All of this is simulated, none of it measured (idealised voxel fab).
This is a process module. Its name is voxel released beams.
Shown is cross-section cut, with a width of 205 nm and square cells of size 5 nm.
Cross-section = grid of square cells, listed top down in bands; band = one or more rows.
Band entry format. Leading values: height of top, height of bottom, nm. Remainder: materials in left-to-right order, each with its width in nm. Special words: "full width" on a single material, which then fills the band edge to edge; "blank", empty space.
The reference from which all heights are counted is 0, the level beneath which the as-received wafer is entirely one material; the lowest band, having no lower bound, proceeds downward and is written after the example "z 0 and below".
Read "30..40" as a graded width: first number on top, second number at the bottom, same change between each pair of neighbouring rows.
Key: "stayed the same" - step with no changed cell in the cross-section.
So "Listed closed voids" is basically the list of trapped voids: any empty space of 8 cells or more that can't reach the top through an opening. They're written width x height at distance, the distance being from the left edge, and it's all nm.
Step line, after settings: the simulator's comment on this step.
For masked steps, "overlay nm" on the step line gives how far right of plan the mask actually lay; a minus sign means it lay to the left.
**Intended process steps**
1,RECEIVE, material Si
2,CONFORMAL_DEP, material Al2O3, thk nm 10
3,DIRECTIONAL_DEP, material SiO2, thk nm 20
4,PATTERN, tone open, mask id ANCHOR, material resist, width nm 35, thk nm 20, overlay nm 0
5,DIRECTIONAL_ETCH, etch materials SiO2, depth nm 20
6,STRIP, etch materials resist
7,CONFORMAL_DEP, material SiN, thk nm 10
8,PATTERN, tone cover, mask id BEAM, material resist, width nm 110, thk nm 15, overlay nm 0
9,DIRECTIONAL_ETCH, etch materials SiN, depth nm 10
10,STRIP, etch materials resist
11,STRIP, etch materials SiO2
**Cross-section of the wafer at receipt, which is the condition after step 1**
> z 0 and below = Si full width
> Listed closed voids: none
**Look at the cross-section after the module: the wafer started out the way shown above and the plan was the one shown above, yet one mistake was made along the way**
> z 40 to 30 = blank 45, SiN 50, blank 110
> z 30 to 20 = blank 40, SiN 10, SiO2 35, SiN 10, blank 110
> z 20 to 10 = blank 40, SiN 10, SiO2 35, SiN 70, blank 50
> z 10 to 0 = Al2O3 full width
> z 0 and below = Si full width
> Listed closed voids: none
Where did the run depart from the plan? the process deviated at step 4: the operation and settings actually run there were PATTERN, tone cover, mask id ANCHOR, material resist, width nm 35, thk nm 20, overlay nm 0
